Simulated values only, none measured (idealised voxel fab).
Module name: voxel self aligned contacts (process module)
210 nm wide, 5 nm square cells: that's cross-section cut.
Throughout this document, each cross-section is represented as a grid of square cells and is presented as a sequence of bands enumerated from the top downward, where a band comprises one or more rows of cells.
This entry defines a band. It first specifies the height of the band's top and the height of its bottom in nm, and then specifies the band's materials from left to right, stating each material with its width in nm. The word "throughout" identifies a single material that fills the band from edge to edge, while the word "blank" identifies empty space.
Note: height 0 marks the level under which the wafer is uniformly one material as received. Lowest band unbounded below, written "0 down".
Per-row width for "30->40": begins at first number (top row of band), ends at second number (bottom row), increment between rows held constant.
"remained unchanged" for a step: no cell of the cross-section changed in that step.
Empty spaces without an open route to the top, at least 8 cells in extent, make up the entry "Closed void roster"; each is given as width x height at distance, where the distance is measured from the left edge, and all are in nm.
Read whatever lies past the settings on a step's line as the simulator's own remark about the step.
If you see "overlay nm" on a step's line and that step has a mask, it's telling you how far right of where it was planned the mask ended up; a negative number means it went left instead.

-- The following list gives the planned process steps
1) RECEIVE | material Si
2) CONFORMAL_DEP | material SiO2 | thk nm 5
3) DIRECTIONAL_DEP | material polySi | thk nm 30
4) DIRECTIONAL_DEP | material SiN | thk nm 20
5) PATTERN | tone cover | mask id GATE | material resist | width nm 25 | pitch nm 50 | thk nm 15 | overlay nm 0
6) DIRECTIONAL_ETCH | etch materials SiN | depth nm 20
7) DIRECTIONAL_ETCH | etch materials polySi | depth nm 30
8) STRIP | etch materials resist
9) CONFORMAL_DEP | material SiN | thk nm 5
10) DIRECTIONAL_ETCH | etch materials SiN | depth nm 5
11) FILL_DEP | material SiO2 | thk nm 10
12) CMP | height nm 60
13) PATTERN | tone open | mask id CONTACT | material resist | width nm 35 | thk nm 15 | overlay nm 0
14) DIRECTIONAL_ETCH | etch materials SiO2 | depth nm 60
15) STRIP | etch materials resist
16) CONFORMAL_DEP | material TiN | thk nm 5
17) FILL_DEP | material Ru | thk nm 5
18) CMP | height nm 60
19) CONFORMAL_DEP | material SiN | thk nm 5
What sets these wafers apart? The thk nm at step 9. They all start alike, and the plan carries the first wafer's value.

-- This is how the first of several wafers looked in cross-section when it arrived, which is after step 1
* 0 down  Si throughout
* Closed void roster: none

-- End-of-module cross-section, first of several wafers, after last step 19
* 65 to 60  SiN throughout
* 60 to 55  85 SiO2 | 15 TiN | 5 Ru | 15 TiN | 90 SiO2
* 55 to 35  60 SiO2 | 35 SiN | 5 TiN | 5 Ru | 5 TiN | 35 SiN | 65 SiO2
* 35 to 5  60 SiO2 | 5 SiN | 25 polySi | 5 SiN | 5 TiN | 5 Ru | 5 TiN | 5 SiN | 25 polySi | 5 SiN | 65 SiO2
* 5 to 0  95 SiO2 | 15 TiN | 100 SiO2
* 0 down  Si throughout
* Closed void roster: none

-- Last wafer of the set, cross-sectioned at end of module
* 65 to 60  SiN throughout
* 60 to 35  45 SiO2 | 115 SiN | 50 SiO2
* 35 to 20  45 SiO2 | 20 SiN | 25 polySi | 25 SiN | 25 polySi | 20 SiN | 50 SiO2
* 20 to 5  65 SiN | 25 polySi | 25 SiN | 25 polySi | 70 SiN
* 5 to 0  SiO2 throughout
* 0 down  Si throughout
* Closed void roster: none

-- Wafer rows, end of module: cells per material gained (+) or lost (-) since receipt; closed voids last
thk nm 5; +11 Ru; +122 SiN; +324 SiO2; +29 TiN; +60 polySi; Closed void roster: none
thk nm 10; +204 SiN; +272 SiO2; +10 TiN; +60 polySi; Closed void roster: none
thk nm 15; +255 SiN; +231 SiO2; +60 polySi; Closed void roster: none
thk nm 20; +292 SiN; +194 SiO2; +60 polySi; Closed void roster: none
